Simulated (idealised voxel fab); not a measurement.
process module | voxel ribs on slabs
cross-section cut | 140 nm wide | cells 5 nm
A cross-section is a grid of square cells, given in bands from the top down. A band is one or more rows of cells.
Each band's line starts with the height of the band's top and of its bottom, in nm. Then come its materials from left to right, each with its width in nm. One material with "throughout" fills the band from edge to edge. "air" is empty space.
Height 0 is the level under which the wafer as received is all one material. The lowest band goes on downwards, as in "0 down".
A width such as "30 to 40" changes by the same amount from each row of cells to the next, from the band's top row to its bottom row.
"no change" after a step means that no cell of the cross-section changed.
closed voids: empty space of 8 cells or more with no open way to the top, each as width x height at its distance from the left edge, in nm
after a step's settings: what the simulator itself notes on the step
overlay nm, on a step with a mask: how far to the right of its planned place the mask lay; to the left if negative
plan
1 op RECEIVE | material Si
2 op DIRECTIONAL_DEP | material SiO2 | thk nm 20
3 op DIRECTIONAL_DEP | material SiN | thk nm 15
4 op DIRECTIONAL_DEP | material aC | thk nm 15
5 op PATTERN | tone cover | mask id RIB | material resist | width nm 25 | thk nm 35 | overlay nm 0
6 op DIRECTIONAL_ETCH | etch materials aC | depth nm 15
7 op STRIP | etch materials resist
8 op DIRECTIONAL_ETCH | etch materials SiN | depth nm 10
9 op STRIP | etch materials aC
10 op DIRECTIONAL_DEP | material aC | thk nm 10
11 op PATTERN | tone cover | mask id SLAB | material resist | width nm 75 | thk nm 30 | overlay nm 0
12 op DIRECTIONAL_ETCH | etch materials aC | depth nm 10
13 op STRIP | etch materials resist
14 op DIRECTIONAL_ETCH | etch materials SiN | depth nm 5
15 op STRIP | etch materials aC
16 op FILL_DEP | material SiO2 | thk nm 20
17 op CMP | height nm 50
18 op DIRECTIONAL_DEP | material W | thk nm 10
19 op MASKED_ETCH | tone cover | mask id HEATER | width nm 35 | etch materials W | depth nm 10 | overlay nm 0
20 op CONFORMAL_DEP | material SiO2 | thk nm 10
as received, after step 1
  0 down: Si throughout
  closed voids: none
a wafer at the end: this start, this plan, one mistake
  70 to 60: air 40 | SiO2 55 | air 45
  60 to 50: SiO2 50 | W 35 | SiO2 55
  50 to 15: SiO2 throughout
  15 to 0: SiN throughout
  0 down: Si throughout
  closed voids: none
what went wrong: steps 2 and 3 were swapped
